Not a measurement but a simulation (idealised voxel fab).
The process module that follows is named voxel ribs on slabs.
Pictured: cross-section cut, 270 nm wide, on a grid of 5 nm square cells.
We lay out every cross-section as a grid of square cells and spell it out in bands from the top down, where one band means one or more rows of cells. Within each band entry, the heights of the top and of the bottom of the band appear first, in that order and in nm; the materials of the band then follow from left to right, each with its corresponding width in nm. The designation "full width" on a single material indicates that it fills the band from edge to edge; the designation "air" indicates empty space. It should be noted that heights are counted from 0, beneath which the wafer as supplied is of one material throughout, and that the lowest band possesses no lower boundary but continues downward, as written in "0 down". You'd read "30->40" like this: the band's top row of cells is as wide as the first number, its bottom row is as wide as the second, and going down, every row changes width by the same amount as the row before did. "identical to before" (step): cross-section cells unchanged, all of them. "Completely enclosed voids" lists enclosed empty spaces (at least 8 cells, no open path upward to the top), each as width x height at distance from the left edge, in nm. It should be noted that, on the line of a given step, the content following the step's settings is a remark produced by the simulator itself with respect to that step. For masked steps, "overlay nm" on the step line gives how far right of plan the mask actually lay; a minus sign means it lay to the left.
The following list gives the planned process steps
1. op RECEIVE | material Si
2. op DIRECTIONAL_DEP | material SiO2 | thk nm 25
3. op DIRECTIONAL_DEP | material polySi | thk nm 25
4. op DIRECTIONAL_DEP | material aC | thk nm 15
5. op PATTERN | tone cover | mask id RIB | material resist | width nm 15 | thk nm 30 | overlay nm 0
6. op DIRECTIONAL_ETCH | etch materials aC | depth nm 15
7. op STRIP | etch materials resist
8. op DIRECTIONAL_ETCH | etch materials polySi | depth nm 15
9. op STRIP | etch materials aC
10. op MASKED_ETCH | tone cover | mask id SLAB | width nm 70 | etch materials polySi | depth nm 10 | overlay nm 0
11. op FILL_DEP | material SiO2 | thk nm 30
12. op CMP | height nm 70
13. op DIRECTIONAL_DEP | material TiN | thk nm 10
14. op MASKED_ETCH | tone cover | mask id HEATER | width nm 30 | etch materials TiN | depth nm 10 | overlay nm 0
15. op CONFORMAL_DEP | material SiO2 | thk nm 10
Same starting wafers, different width nm at step 5. Plan value belongs to the first wafer.
So this is the first of several wafers, cross-sectioned as it came to us, meaning it's at the end of step 1
	0 down  Si full width
	Completely enclosed voids: none
Take a look at the first of several wafers in cross-section: the module is done, and step 15 was its last step
	90 to 80  air: 110; SiO2: 50; air: 110
	80 to 70  SiO2: 120; TiN: 30; SiO2: 120
	70 to 50  SiO2 full width
	50 to 35  SiO2: 130; polySi: 15; SiO2: 125
	35 to 25  SiO2: 100; polySi: 70; SiO2: 100
	25 to 0  SiO2 full width
	0 down  Si full width
	Completely enclosed voids: none
Last wafer x-sec, end of module
	90 to 80  air: 110; SiO2: 50; air: 110
	80 to 70  SiO2: 120; TiN: 30; SiO2: 120
	70 to 50  SiO2 full width
	50 to 35  SiO2: 120; polySi: 35; SiO2: 115
	35 to 25  SiO2: 100; polySi: 70; SiO2: 100
	25 to 0  SiO2 full width
	0 down  Si full width
	Completely enclosed voids: none
Below: a row per wafer. Contents at end of module: for every material, cells gained since receipt (+) or lost since receipt (-); then closed voids
width nm 15, +835 SiO2, +12 TiN, +37 polySi, Completely enclosed voids: none
width nm 20, +832 SiO2, +12 TiN, +40 polySi, Completely enclosed voids: none
width nm 25, +829 SiO2, +12 TiN, +43 polySi, Completely enclosed voids: none
width nm 30, +826 SiO2, +12 TiN, +46 polySi, Completely enclosed voids: none
width nm 35, +823 SiO2, +12 TiN, +49 polySi, Completely enclosed voids: none
